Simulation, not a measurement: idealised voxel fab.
Name of the process module below: voxel capacitor over wiring
cross-section cut | 215 nm wide | cells 5 nm
Cross-section, as written here: a square-cell grid given band by band from the top down, where a band holds one or more rows of cells. Read a band's entry like this: the first values are the height of its top and the height of its bottom in nm, and what follows is the sequence of materials from left to right, each with its width in nm. Note that "empty" is empty space, and that a single material marked "edge to edge" reaches across the band from edge to edge. Height datum 0, below which the as-received substrate wafer is one material. Lowest band open at the bottom, running downward: "0..down". Think of "30 to 40" as a width that walks from the first number to the second as you go down the band, top row to bottom row, taking equal-sized steps from row to row. What does "nothing got changed" mean for a step? It means no cell of the cross-section changed in that step. For the entry "Entrapped void list", the listed items are empty spaces with no open way to the top whose size is 8 cells or more; each item follows the pattern width x height at distance, where distance is from the left edge and all three are in nm. Read whatever lies past the settings on a step's line as the simulator's own remark about the step. For masked steps, "overlay nm" on the step line gives how far right of plan the mask actually lay; a minus sign means it lay to the left.
### Steps in the process plan
1,RECEIVE,material Si
2,CONFORMAL_DEP,material SiO2,thk nm 15
3,CONFORMAL_DEP,material SiN,thk nm 5
4,DIRECTIONAL_DEP,material SiO2,thk nm 25
5,PATTERN,tone open,mask id METAL_1,material resist,width nm 25,pitch nm 80,thk nm 15,overlay nm 0
6,DIRECTIONAL_ETCH,etch materials SiO2,depth nm 25
7,DIRECTIONAL_ETCH,etch materials SiN,depth nm 5
8,STRIP,etch materials resist
9,CONFORMAL_DEP,material TiN,thk nm 5
10,FILL_DEP,material W,thk nm 10
11,CMP,height nm 45
12,EPI,material Ru,thk nm 5
13,FILL_DEP,material SiCN,thk nm 5
14,DIRECTIONAL_DEP,material lowk,thk nm 15
15,PATTERN,tone open,mask id PLUG_1,material resist,width nm 15,thk nm 15,overlay nm 0
16,DIRECTIONAL_ETCH,etch materials lowk,depth nm 15
17,DIRECTIONAL_ETCH,etch materials SiCN,depth nm 5
18,STRIP,etch materials resist
19,EPI,material Ru,thk nm 10
20,EPI,material Ru,thk nm 10
21,DIRECTIONAL_DEP,material TiN,thk nm 5
22,DIRECTIONAL_DEP,material HfO2,thk nm 5
23,DIRECTIONAL_DEP,material TiN,thk nm 5
24,PATTERN,tone cover,mask id UPPER_PLATE,material resist,width nm 60,thk nm 20,overlay nm 0
25,DIRECTIONAL_ETCH,etch materials TiN,depth nm 5
26,DIRECTIONAL_ETCH,etch materials HfO2,depth nm 5
27,STRIP,etch materials resist
28,PATTERN,tone cover,mask id LOWER_PLATE,material resist,width nm 70,thk nm 20,overlay nm 0
29,DIRECTIONAL_ETCH,etch materials TiN,depth nm 5
30,STRIP,etch materials resist
31,FILL_DEP,material SiO2,thk nm 20
32,CMP,height nm 100
33,MASKED_ETCH,tone open,mask id PLUG_2,width nm 15,etch materials SiO2,depth nm 15,overlay nm -15
34,CONFORMAL_DEP,material TiN,thk nm 5
35,FILL_DEP,material Ru,thk nm 10
36,CMP,height nm 100
37,CONFORMAL_DEP,material SiCN,thk nm 5
Heads up: all these wafers start the same, and what changes between them is the overlay nm in step 33. The value you see in the plan is just what the first wafer got.
### As-received state after step 1, first of several wafers, cross-section
- 0..down | Si edge to edge
- Entrapped void list: none
### Row per wafer, end-of-module: cell gain (+)/loss (-) by material since the wafer came in, then closed voids
overlay nm -15; +12 HfO2; +28 Ru; +112 SiCN; +33 SiN; +505 SiO2; +63 TiN; +30 W; +120 lowk; Entrapped void list: none
overlay nm -10; +12 HfO2; +28 Ru; +112 SiCN; +33 SiN; +505 SiO2; +63 TiN; +30 W; +120 lowk; Entrapped void list: none
overlay nm -5; +12 HfO2; +28 Ru; +112 SiCN; +33 SiN; +505 SiO2; +63 TiN; +30 W; +120 lowk; Entrapped void list: none
overlay nm 0; +12 HfO2; +28 Ru; +112 SiCN; +33 SiN; +505 SiO2; +63 TiN; +30 W; +120 lowk; Entrapped void list: none
overlay nm 5; +12 HfO2; +28 Ru; +112 SiCN; +33 SiN; +505 SiO2; +63 TiN; +30 W; +120 lowk; Entrapped void list: none
overlay nm 10; +12 HfO2; +28 Ru; +112 SiCN; +33 SiN; +505 SiO2; +63 TiN; +30 W; +120 lowk; Entrapped void list: none
overlay nm 15; +12 HfO2; +28 Ru; +112 SiCN; +33 SiN; +505 SiO2; +63 TiN; +30 W; +120 lowk; Entrapped void list: none
